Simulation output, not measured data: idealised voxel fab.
A process module follows: voxel spacer lines.
Pictured: cross-section cut, 265 nm wide, on a grid of 5 nm square cells.
In this document a cross-section is written as a grid of square cells. It is given as a series of bands, listed from the top down, and a band is one or more rows of cells.
First you get the band's top height and its bottom height, in nm, and then the materials it's made of, left to right, with each width in nm. If you see a single material with "edge to edge", that one covers the band edge to edge. "blank" is empty space.
We count height from 0. Below that, the starting wafer is all one material. The lowest band never ends at the bottom but goes on down; see "0..down" for how that is written.
Width spec "30 to 40" -> top row of cells at first value, bottom row at second value, equal per-row change in between.
"nothing changed", as given for a step, is the statement that not any cell of the cross-section underwent a change during that step.
Any empty space of 8 cells or more lacking an open way to the top shows up in "Unvented cavities" as width x height at distance, distance from the left edge, in nm.
If you see something after the settings on a step's line, that's the simulator's own remark about that step.
overlay nm: on a step with a mask, how far right of its planned place the mask lay; negative means left.
The process steps that were planned are listed below:
1. RECEIVE | material Si
2. CONFORMAL_DEP | material SiO2 | thk nm 5
3. DIRECTIONAL_DEP | material TiN | thk nm 20
4. DIRECTIONAL_DEP | material polySi | thk nm 25
5. PATTERN | tone cover | mask id MANDREL | material resist | width nm 15 | pitch nm 60 | thk nm 35 | overlay nm 0
6. DIRECTIONAL_ETCH | etch materials polySi | depth nm 25
7. STRIP | etch materials resist
8. CONFORMAL_DEP | material SiN | thk nm 15
9. DIRECTIONAL_ETCH | etch materials SiN | depth nm 15
10. STRIP | etch materials polySi
11. DIRECTIONAL_ETCH | etch materials TiN | depth nm 20
12. STRIP | etch materials SiN
Step 1 complete: cross-section of the wafer as received:
    0..down = Si edge to edge
    Unvented cavities: none
The plan above was carried out on the starting structure above with one mistake, and this cross-section shows the wafer at the end of the module:
    25..5 = blank=70, TiN=15, blank=15, TiN=15, blank=15, TiN=15, blank=15, TiN=15, blank=90
    5..0 = SiO2 edge to edge
    0..down = Si edge to edge
    Unvented cavities: none
Short version of what went wrong: so step 5 ended up running with a different setting than we planned, it ran as PATTERN | tone cover | mask id MANDREL | material resist | width nm 15 | pitch nm 60 | thk nm 35 | overlay nm -10
